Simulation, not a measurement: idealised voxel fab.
process module | voxel self aligned contacts
cross-section cut | 245 nm wide | cells 5 nm
A cross-section is a grid of square cells, given in bands from the top down. A band is one or more rows of cells.
Each band's line starts with the height of the band's top and of its bottom, in nm. Then come its materials from left to right, each with its width in nm. One material with "throughout" fills the band from edge to edge. "air" is empty space.
Height 0 is the level under which the wafer as received is all one material. The lowest band goes on downwards, as in "0 down".
A width such as "30 to 40" changes by the same amount from each row of cells to the next, from the band's top row to its bottom row.
"no change" after a step means that no cell of the cross-section changed.
closed voids: empty space of 8 cells or more with no open way to the top, each as width x height at its distance from the left edge, in nm
after a step's settings: what the simulator itself notes on the step
overlay nm, on a step with a mask: how far to the right of its planned place the mask lay; to the left if negative
plan
1 op RECEIVE | material Si
2 op OXIDIZE | depth nm 5
3 op DIRECTIONAL_DEP | material polySi | thk nm 30
4 op DIRECTIONAL_DEP | material SiN | thk nm 15
5 op MASKED_ETCH | tone cover | mask id GATE | width nm 35 | pitch nm 70 | etch materials SiN | depth nm 15 | overlay nm 0
6 op MASKED_ETCH | tone cover | mask id GATE | width nm 35 | pitch nm 70 | etch materials polySi | depth nm 30 | overlay nm 0
7 op CONFORMAL_DEP | material SiN | thk nm 5
8 op DIRECTIONAL_ETCH | etch materials SiN | depth nm 5
9 op FILL_DEP | material SiO2 | thk nm 15
10 op CMP | height nm 50
11 op DIRECTIONAL_DEP | material aC | thk nm 15
12 op PATTERN | tone open | mask id CONTACT | material resist | width nm 55 | pitch nm 70 | thk nm 35 | overlay nm 0
13 op DIRECTIONAL_ETCH | etch materials aC | depth nm 15
14 op STRIP | etch materials resist
15 op DIRECTIONAL_ETCH | etch materials SiO2 | depth nm 55
16 op STRIP | etch materials aC
17 op CONFORMAL_DEP | material TiN | thk nm 5
18 op FILL_DEP | material Ru | thk nm 10
19 op CMP | height nm 50
20 op CONFORMAL_DEP | material SiCN | thk nm 5
as received, after step 1
  0 down: Si throughout
  closed voids: none
first wafer at the end, as planned
  55 to 50: SiCN throughout
  50 to 45: SiO2 60 | TiN 20 | Ru 15 | TiN 20 | SiO2 15 | TiN 20 | Ru 15 | TiN 20 | SiO2 60
  45 to 30: SiO2 30 | SiN 45 | TiN 5 | Ru 15 | TiN 5 | SiN 45 | TiN 5 | Ru 15 | TiN 5 | SiN 45 | SiO2 30
  30 to 0: SiO2 30 | SiN 5 | polySi 35 | SiN 5 | TiN 5 | Ru 15 | TiN 5 | SiN 5 | polySi 35 | SiN 5 | TiN 5 | Ru 15 | TiN 5 | SiN 5 | polySi 35 | SiN 5 | SiO2 30
  0 to -5: SiO2 75 | TiN 25 | SiO2 45 | TiN 25 | SiO2 75
  -5 down: Si throughout
  closed voids: none
second wafer at the end: like start, like plan, one mistake
  55 to 50: SiCN throughout
  50 to 45: SiO2 60 | TiN 20 | Ru 15 | TiN 20 | SiO2 15 | TiN 20 | Ru 15 | TiN 20 | SiO2 60
  45 to 30: SiO2 30 | SiN 45 | TiN 5 | Ru 15 | TiN 5 | SiN 45 | TiN 5 | Ru 15 | TiN 5 | SiN 45 | SiO2 30
  30 to 25: SiO2 75 | TiN 25 | SiO2 45 | TiN 25 | SiO2 75
  25 to 0: polySi throughout
  0 down: Si throughout
  closed voids: none
what went wrong: steps 2 and 3 were swapped
at the end the second wafer has, in cells: 36 fewer of Ru | 49 more of Si | 36 fewer of SiN | 72 fewer of SiO2 | 24 fewer of TiN | 119 more of polySi
